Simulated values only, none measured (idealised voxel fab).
Process module under the name voxel self aligned vias
Section cut is 275 nm wide and gridded with 5 nm square cells.
Format of a cross-section: grid, square cells. Given as bands. Order: top down. Band: one or more rows of cells.
Top, bottom (nm), then materials left to right with widths (nm); lone material tagged "edge to edge" fills the whole band edge to edge; "air" = empty space.
Counting heights begins at 0, where everything beneath is, in the wafer as received, one material. The lowest band has no bottom; it goes on downwards, as "0 -> down" shows.
Read "30->40" as a graded width: first number on top, second number at the bottom, same change between each pair of neighbouring rows.
Reading "stayed the same" for a step: not a cell of the cross-section changed in it.
Empty spaces without an open route to the top, at least 8 cells in extent, make up the entry "Trapped cavities"; each is given as width x height at distance, where the distance is measured from the left edge, and all are in nm.
Heads up: the bit after the settings on a step's line is the simulator's remark on that step.
Steps that use a mask can have "overlay nm" on their line. It says how far the mask sat to the right of where it was meant to be. Negative means to the left.

Planned process steps:
1,op RECEIVE | material Si
2,op CONFORMAL_DEP | material SiO2 | thk nm 15
3,op CONFORMAL_DEP | material SiCN | thk nm 5
4,op DIRECTIONAL_DEP | material SiO2 | thk nm 25
5,op PATTERN | tone open | mask id LINES | material resist | width nm 25 | pitch nm 75 | thk nm 15 | overlay nm 0
6,op DIRECTIONAL_ETCH | etch materials SiO2 | depth nm 25
7,op STRIP | etch materials resist
8,op CONFORMAL_DEP | material TiN | thk nm 5
9,op FILL_DEP | material Ru | thk nm 10
10,op CMP | height nm 45
11,op SELECTIVE_ETCH | etch materials W Ru TiN | depth nm 10
12,op FILL_DEP | material SiN | thk nm 5
13,op CMP | height nm 45
14,op DIRECTIONAL_DEP | material SiO2 | thk nm 15
15,op PATTERN | tone open | mask id VIAS | material resist | width nm 45 | pitch nm 150 | thk nm 20 | overlay nm 0
16,op DIRECTIONAL_ETCH | etch materials SiO2 | depth nm 15
17,op DIRECTIONAL_ETCH | etch materials SiN | depth nm 10
18,op STRIP | etch materials resist
19,op CONFORMAL_DEP | material TiN | thk nm 5
20,op FILL_DEP | material W | thk nm 5
21,op CMP | height nm 60
22,op CONFORMAL_DEP | material SiN | thk nm 5

as received, after step 1:
0 -> down = Si edge to edge
Trapped cavities: none

Wafer cross-section at end of module: start and plan as shown above, one execution error:
65 -> 60 = SiN edge to edge
60 -> 45 = 40 of SiO2 | 5 of TiN | 35 of W | 5 of TiN | 105 of SiO2 | 5 of TiN | 35 of W | 5 of TiN | 40 of SiO2
45 -> 40 = 40 of SiN | 15 of TiN | 15 of W | 15 of TiN | 105 of SiN | 15 of TiN | 15 of W | 15 of TiN | 40 of SiN
40 -> 35 = 50 of SiO2 | 25 of TiN | 50 of SiO2 | 25 of SiN | 50 of SiO2 | 25 of TiN | 50 of SiO2
35 -> 20 = 50 of SiO2 | 5 of TiN | 15 of Ru | 5 of TiN | 50 of SiO2 | 5 of TiN | 15 of Ru | 5 of TiN | 50 of SiO2 | 5 of TiN | 15 of Ru | 5 of TiN | 50 of SiO2
20 -> 15 = 50 of SiO2 | 25 of TiN | 50 of SiO2 | 25 of TiN | 50 of SiO2 | 25 of TiN | 50 of SiO2
15 -> 0 = SiO2 edge to edge
0 -> down = Si edge to edge
Trapped cavities: none
Short version of what went wrong: plan step 3 skipped
